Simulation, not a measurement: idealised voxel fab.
You're looking at the process module voxel self aligned vias.
Square cell edge 5 nm, section width 240 nm, ID cut.
We lay out every cross-section as a grid of square cells and spell it out in bands from the top down, where one band means one or more rows of cells.
This entry defines a band. It first specifies the height of the band's top and the height of its bottom in nm, and then specifies the band's materials from left to right, stating each material with its width in nm. The word "all across" identifies a single material that fills the band from edge to edge, while the word "empty" identifies empty space.
It should be noted that heights are counted from 0, beneath which the wafer as supplied is of one material throughout, and that the lowest band possesses no lower boundary but continues downward, as written in "0 and below".
It should be noted that a width expressed as "30..40" varies in equal increments from row to row of cells within the band, taking the value of the first number at the top row and that of the second number at the bottom row.
"same as before" after a step means that no cell of the cross-section changed.
"Enclosed cavity list" lists enclosed empty spaces (at least 8 cells, no open path upward to the top), each as width x height at distance from the left edge, in nm.
Note: text after step settings on the step line = simulator remark on that step.
overlay nm: right-of-plan distance of the mask on a masked step; negative values mean left-of-plan.

### The following list gives the planned process steps
step 1: RECEIVE,material Si
step 2: CONFORMAL_DEP,material SiO2,thk nm 10
step 3: CONFORMAL_DEP,material SiCN,thk nm 5
step 4: DIRECTIONAL_DEP,material lowk,thk nm 25
step 5: PATTERN,tone open,mask id LINES,material resist,width nm 25,pitch nm 60,thk nm 20,overlay nm 0
step 6: DIRECTIONAL_ETCH,etch materials lowk,depth nm 25
step 7: STRIP,etch materials resist
step 8: CONFORMAL_DEP,material TiN,thk nm 5
step 9: FILL_DEP,material W,thk nm 5
step 10: CMP,height nm 40
step 11: SELECTIVE_ETCH,etch materials W Ru TiN,depth nm 10
step 12: FILL_DEP,material SiN,thk nm 10
step 13: CMP,height nm 40
step 14: DIRECTIONAL_DEP,material lowk,thk nm 20
step 15: DIRECTIONAL_DEP,material aC,thk nm 10
step 16: PATTERN,tone open,mask id VIAS,material resist,width nm 45,pitch nm 120,thk nm 30,overlay nm 0
step 17: DIRECTIONAL_ETCH,etch materials aC,depth nm 10
step 18: STRIP,etch materials resist
step 19: DIRECTIONAL_ETCH,etch materials lowk,depth nm 20
step 20: DIRECTIONAL_ETCH,etch materials SiN,depth nm 10
step 21: STRIP,etch materials aC
step 22: CONFORMAL_DEP,material TiN,thk nm 5
step 23: FILL_DEP,material Cu,thk nm 5
step 24: CMP,height nm 60
step 25: CONFORMAL_DEP,material SiN,thk nm 5

### The first of two wafers, run as planned

### Cross-section of the wafer at receipt, which is the condition after step 1
    0 and below  Si all across
    Enclosed cavity list: none

### Cross-section: wafer state after step 2
    10 down to 0  SiO2 all across
    Below 0, no change.

### Cross-section: wafer state after step 3
    15 down to 10  SiCN all across
    Below 10, no change.

### Cross-section: wafer state after step 4
    40 down to 15  lowk all across
    Below 15, no change.

### Cross-section: wafer state after step 5
    60 down to 40  resist (45)  empty (25)  resist (35)  empty (25)  resist (35)  empty (25)  resist (50)
    Below 40, no change.

### Cross-section: wafer state after step 6
    60 down to 40  resist (45)  empty (25)  resist (35)  empty (25)  resist (35)  empty (25)  resist (50)
    40 down to 15  lowk (45)  empty (25)  lowk (35)  empty (25)  lowk (35)  empty (25)  lowk (50)
    Below 15, no change.

### Cross-section: wafer state after step 7
    40 down to 15  lowk (45)  empty (25)  lowk (35)  empty (25)  lowk (35)  empty (25)  lowk (50)
    Below 15, no change.

### Cross-section: wafer state after step 8
    45 down to 40  TiN (50)  empty (15)  TiN (45)  empty (15)  TiN (45)  empty (15)  TiN (55)
    40 down to 20  lowk (45)  TiN (5)  empty (15)  TiN (5)  lowk (35)  TiN (5)  empty (15)  TiN (5)  lowk (35)  TiN (5)  empty (15)  TiN (5)  lowk (50)
    20 down to 15  lowk (45)  TiN (25)  lowk (35)  TiN (25)  lowk (35)  TiN (25)  lowk (50)
    Below 15, no change.

### Cross-section: wafer state after step 9
    50 down to 45  W all across
    45 down to 40  TiN (50)  W (15)  TiN (45)  W (15)  TiN (45)  W (15)  TiN (55)
    40 down to 20  lowk (45)  TiN (5)  W (15)  TiN (5)  lowk (35)  TiN (5)  W (15)  TiN (5)  lowk (35)  TiN (5)  W (15)  TiN (5)  lowk (50)
    Below 20, no change.

### Cross-section: wafer state after step 10
    40 down to 20  lowk (45)  TiN (5)  W (15)  TiN (5)  lowk (35)  TiN (5)  W (15)  TiN (5)  lowk (35)  TiN (5)  W (15)  TiN (5)  lowk (50)
    Below 20, no change.

### Cross-section: wafer state after step 11
    40 down to 30  lowk (45)  empty (25)  lowk (35)  empty (25)  lowk (35)  empty (25)  lowk (50)
    Below 30, no change.

### Cross-section: wafer state after step 12
    50 down to 40  SiN all across
    40 down to 30  lowk (45)  SiN (25)  lowk (35)  SiN (25)  lowk (35)  SiN (25)  lowk (50)
    Below 30, no change.

### Cross-section: wafer state after step 13
    40 down to 30  lowk (45)  SiN (25)  lowk (35)  SiN (25)  lowk (35)  SiN (25)  lowk (50)
    Below 30, no change.

### Cross-section: wafer state after step 14
    60 down to 40  lowk all across
    Below 40, no change.

### Cross-section: wafer state after step 15
    70 down to 60  aC all across
    Below 60, no change.

### Cross-section: wafer state after step 16
    100 down to 70  resist (35)  empty (45)  resist (75)  empty (45)  resist (40)
    Below 70, no change.

### Cross-section: wafer state after step 17
    90 down to 70  resist (35)  empty (45)  resist (75)  empty (45)  resist (40)
    70 down to 60  aC (35)  empty (45)  aC (75)  empty (45)  aC (40)
    Below 60, no change.

### Cross-section: wafer state after step 18
    70 down to 60  aC (35)  empty (45)  aC (75)  empty (45)  aC (40)
    Below 60, no change.

### Cross-section: wafer state after step 19
    70 down to 60  aC (35)  empty (45)  aC (75)  empty (45)  aC (40)
    60 down to 40  lowk (35)  empty (45)  lowk (75)  empty (45)  lowk (40)
    Below 40, no change.

### Cross-section: wafer state after step 20
    70 down to 60  aC (35)  empty (45)  aC (75)  empty (45)  aC (40)
    60 down to 40  lowk (35)  empty (45)  lowk (75)  empty (45)  lowk (40)
    40 down to 30  lowk (45)  empty (25)  lowk (35)  SiN (25)  lowk (35)  empty (25)  lowk (50)
    Below 30, no change.

### Cross-section: wafer state after step 21
    60 down to 40  lowk (35)  empty (45)  lowk (75)  empty (45)  lowk (40)
    Below 40, no change.

### Cross-section: wafer state after step 22
    65 down to 60  TiN (40)  empty (35)  TiN (85)  empty (35)  TiN (45)
    60 down to 45  lowk (35)  TiN (5)  empty (35)  TiN (5)  lowk (75)  TiN (5)  empty (35)  TiN (5)  lowk (40)
    45 down to 40  lowk (35)  TiN (15)  empty (15)  TiN (15)  lowk (75)  TiN (15)  empty (15)  TiN (15)  lowk (40)
    40 down to 35  lowk (45)  TiN (5)  empty (15)  TiN (5)  lowk (35)  SiN (25)  lowk (35)  TiN (5)  empty (15)  TiN (5)  lowk (50)
    35 down to 30  lowk (45)  TiN (25)  lowk (35)  SiN (25)  lowk (35)  TiN (25)  lowk (50)
    Below 30, no change.

### Cross-section: wafer state after step 23
    70 down to 65  Cu all across
    65 down to 60  TiN (40)  Cu (35)  TiN (85)  Cu (35)  TiN (45)
    60 down to 45  lowk (35)  TiN (5)  Cu (35)  TiN (5)  lowk (75)  TiN (5)  Cu (35)  TiN (5)  lowk (40)
    45 down to 40  lowk (35)  TiN (15)  Cu (15)  TiN (15)  lowk (75)  TiN (15)  Cu (15)  TiN (15)  lowk (40)
    40 down to 35  lowk (45)  TiN (5)  Cu (15)  TiN (5)  lowk (35)  SiN (25)  lowk (35)  TiN (5)  Cu (15)  TiN (5)  lowk (50)
    Below 35, no change.

### Cross-section: wafer state after step 24
    60 down to 45  lowk (35)  TiN (5)  Cu (35)  TiN (5)  lowk (75)  TiN (5)  Cu (35)  TiN (5)  lowk (40)
    Below 45, no change.

### Cross-section: wafer state after step 25
    65 down to 60  SiN all across
    Below 60, no change.

### Here the second wafer is described. Its start and its plan were those of the first wafer. Its run contained one mistake. Up to and including step 1, it did exactly what the first wafer did

### Second wafer: cross-section at the scheduled end of step 2
    5 down to 0  SiCN all across
    Below 0, no change.

### Second wafer: cross-section at the scheduled end of step 3
    15 down to 5  SiO2 all across
    Below 5, no change.

### Second wafer: cross-section at the scheduled end of step 4
    40 down to 15  lowk all across
    Below 15, no change.

### Second wafer: cross-section at the scheduled end of step 5
    60 down to 40  resist (45)  empty (25)  resist (35)  empty (25)  resist (35)  empty (25)  resist (50)
    Below 40, no change.

### Second wafer: cross-section at the scheduled end of step 6
    60 down to 40  resist (45)  empty (25)  resist (35)  empty (25)  resist (35)  empty (25)  resist (50)
    40 down to 15  lowk (45)  empty (25)  lowk (35)  empty (25)  lowk (35)  empty (25)  lowk (50)
    Below 15, no change.

### Second wafer: cross-section at the scheduled end of step 7
    40 down to 15  lowk (45)  empty (25)  lowk (35)  empty (25)  lowk (35)  empty (25)  lowk (50)
    Below 15, no change.

### Second wafer: cross-section at the scheduled end of step 8
    45 down to 40  TiN (50)  empty (15)  TiN (45)  empty (15)  TiN (45)  empty (15)  TiN (55)
    40 down to 20  lowk (45)  TiN (5)  empty (15)  TiN (5)  lowk (35)  TiN (5)  empty (15)  TiN (5)  lowk (35)  TiN (5)  empty (15)  TiN (5)  lowk (50)
    20 down to 15  lowk (45)  TiN (25)  lowk (35)  TiN (25)  lowk (35)  TiN (25)  lowk (50)
    Below 15, no change.

### Second wafer: cross-section at the scheduled end of step 9
    50 down to 45  W all across
    45 down to 40  TiN (50)  W (15)  TiN (45)  W (15)  TiN (45)  W (15)  TiN (55)
    40 down to 20  lowk (45)  TiN (5)  W (15)  TiN (5)  lowk (35)  TiN (5)  W (15)  TiN (5)  lowk (35)  TiN (5)  W (15)  TiN (5)  lowk (50)
    Below 20, no change.

### Second wafer: cross-section at the scheduled end of step 10
    40 down to 20  lowk (45)  TiN (5)  W (15)  TiN (5)  lowk (35)  TiN (5)  W (15)  TiN (5)  lowk (35)  TiN (5)  W (15)  TiN (5)  lowk (50)
    Below 20, no change.

### Second wafer: cross-section at the scheduled end of step 11
    40 down to 30  lowk (45)  empty (25)  lowk (35)  empty (25)  lowk (35)  empty (25)  lowk (50)
    Below 30, no change.

### Second wafer: cross-section at the scheduled end of step 12
    50 down to 40  SiN all across
    40 down to 30  lowk (45)  SiN (25)  lowk (35)  SiN (25)  lowk (35)  SiN (25)  lowk (50)
    Below 30, no change.

### Second wafer: cross-section at the scheduled end of step 13
    40 down to 30  lowk (45)  SiN (25)  lowk (35)  SiN (25)  lowk (35)  SiN (25)  lowk (50)
    Below 30, no change.

### Second wafer: cross-section at the scheduled end of step 14
    60 down to 40  lowk all across
    Below 40, no change.

### Second wafer: cross-section at the scheduled end of step 15
    70 down to 60  aC all across
    Below 60, no change.

### Second wafer: cross-section at the scheduled end of step 16
    100 down to 70  resist (35)  empty (45)  resist (75)  empty (45)  resist (40)
    Below 70, no change.

### Second wafer: cross-section at the scheduled end of step 17
    90 down to 70  resist (35)  empty (45)  resist (75)  empty (45)  resist (40)
    70 down to 60  aC (35)  empty (45)  aC (75)  empty (45)  aC (40)
    Below 60, no change.

### Second wafer: cross-section at the scheduled end of step 18
    70 down to 60  aC (35)  empty (45)  aC (75)  empty (45)  aC (40)
    Below 60, no change.

### Second wafer: cross-section at the scheduled end of step 19
    70 down to 60  aC (35)  empty (45)  aC (75)  empty (45)  aC (40)
    60 down to 40  lowk (35)  empty (45)  lowk (75)  empty (45)  lowk (40)
    Below 40, no change.

### Second wafer: cross-section at the scheduled end of step 20
    70 down to 60  aC (35)  empty (45)  aC (75)  empty (45)  aC (40)
    60 down to 40  lowk (35)  empty (45)  lowk (75)  empty (45)  lowk (40)
    40 down to 30  lowk (45)  empty (25)  lowk (35)  SiN (25)  lowk (35)  empty (25)  lowk (50)
    Below 30, no change.

### Second wafer: cross-section at the scheduled end of step 21
    60 down to 40  lowk (35)  empty (45)  lowk (75)  empty (45)  lowk (40)
    Below 40, no change.

### Second wafer: cross-section at the scheduled end of step 22
    65 down to 60  TiN (40)  empty (35)  TiN (85)  empty (35)  TiN (45)
    60 down to 45  lowk (35)  TiN (5)  empty (35)  TiN (5)  lowk (75)  TiN (5)  empty (35)  TiN (5)  lowk (40)
    45 down to 40  lowk (35)  TiN (15)  empty (15)  TiN (15)  lowk (75)  TiN (15)  empty (15)  TiN (15)  lowk (40)
    40 down to 35  lowk (45)  TiN (5)  empty (15)  TiN (5)  lowk (35)  SiN (25)  lowk (35)  TiN (5)  empty (15)  TiN (5)  lowk (50)
    35 down to 30  lowk (45)  TiN (25)  lowk (35)  SiN (25)  lowk (35)  TiN (25)  lowk (50)
    Below 30, no change.

### Second wafer: cross-section at the scheduled end of step 23
    70 down to 65  Cu all across
    65 down to 60  TiN (40)  Cu (35)  TiN (85)  Cu (35)  TiN (45)
    60 down to 45  lowk (35)  TiN (5)  Cu (35)  TiN (5)  lowk (75)  TiN (5)  Cu (35)  TiN (5)  lowk (40)
    45 down to 40  lowk (35)  TiN (15)  Cu (15)  TiN (15)  lowk (75)  TiN (15)  Cu (15)  TiN (15)  lowk (40)
    40 down to 35  lowk (45)  TiN (5)  Cu (15)  TiN (5)  lowk (35)  SiN (25)  lowk (35)  TiN (5)  Cu (15)  TiN (5)  lowk (50)
    Below 35, no change.

### Second wafer: cross-section at the scheduled end of step 24
    60 down to 45  lowk (35)  TiN (5)  Cu (35)  TiN (5)  lowk (75)  TiN (5)  Cu (35)  TiN (5)  lowk (40)
    Below 45, no change.

### Second wafer: cross-section at the scheduled end of step 25
    65 down to 60  SiN all across
    Below 60, no change.
Misprocessing identified: so 2 and 3 got swapped relative to the plan, each ran where the other was supposed to
Both wafers, final: cells per material equal; arrangement not.
